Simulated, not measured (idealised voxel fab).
voxel local oxidation: a process module
It is cross-section cut that appears here, measuring 275 nm in width, its square cells being 5 nm in size.
Reading order for cross-sections: top band down to bottom band. Underlying form: a grid of square cells. Band size: one or more rows of cells.
Band entry format. Leading values: height of top, height of bottom, nm. Remainder: materials in left-to-right order, each with its width in nm. Special words: "all across" on a single material, which then fills the band edge to edge; "air", empty space.
A quick word on heights: they are counted from 0, and under that level the wafer as it came to us is one material throughout. The lowest band is different from the rest in having no bottom; it simply continues downward, written as in "0 down".
Note: "30..40" means the width goes from the first number (top row of the band) to the second number (bottom row) in equal steps per row of cells.
"nothing altered" -> step changed no cross-section cell.
You'll see "Closed void entries" listing empty spaces that have no way open to the top, as long as they're 8 cells or more; the notation is width x height at distance, where the distance is from the left edge, and all of it is in nm.
If you see something after the settings on a step's line, that's the simulator's own remark about that step.
overlay nm: mask right of planned place by this much (step with mask). Neg. = left.

List of planned process steps
1: RECEIVE [material Si]
2: OXIDIZE [depth nm 5]
3: CONFORMAL_DEP [material SiN] [thk nm 15]
4: PATTERN [tone cover] [mask id ACTIVE] [material resist] [width nm 130] [thk nm 15] [overlay nm 0]
5: DIRECTIONAL_ETCH [etch materials SiN] [depth nm 15]
6: STRIP [etch materials resist]
7: SELECTIVE_ETCH [etch materials SiO2] [depth nm 5]
8: OXIDIZE [depth nm 15]
9: STRIP [etch materials SiN]

As-received state of the wafer in cross-section, equivalent to post-step 1
* 0 down = Si all across
* Closed void entries: none

End-of-module cross-section. Starting structure and process plan as above; one mistake made in running it
* 0 to -5 = air (80) / SiO2 (120) / air (75)
* -5 to -20 = SiO2 (95) / Si (90) / SiO2 (90)
* -20 down = Si all across
* Closed void entries: none
Deviation noted in wafer processing: contrary to plan, step 4 was performed as PATTERN [tone cover] [mask id ACTIVE] [material resist] [width nm 130] [thk nm 15] [overlay nm 5]
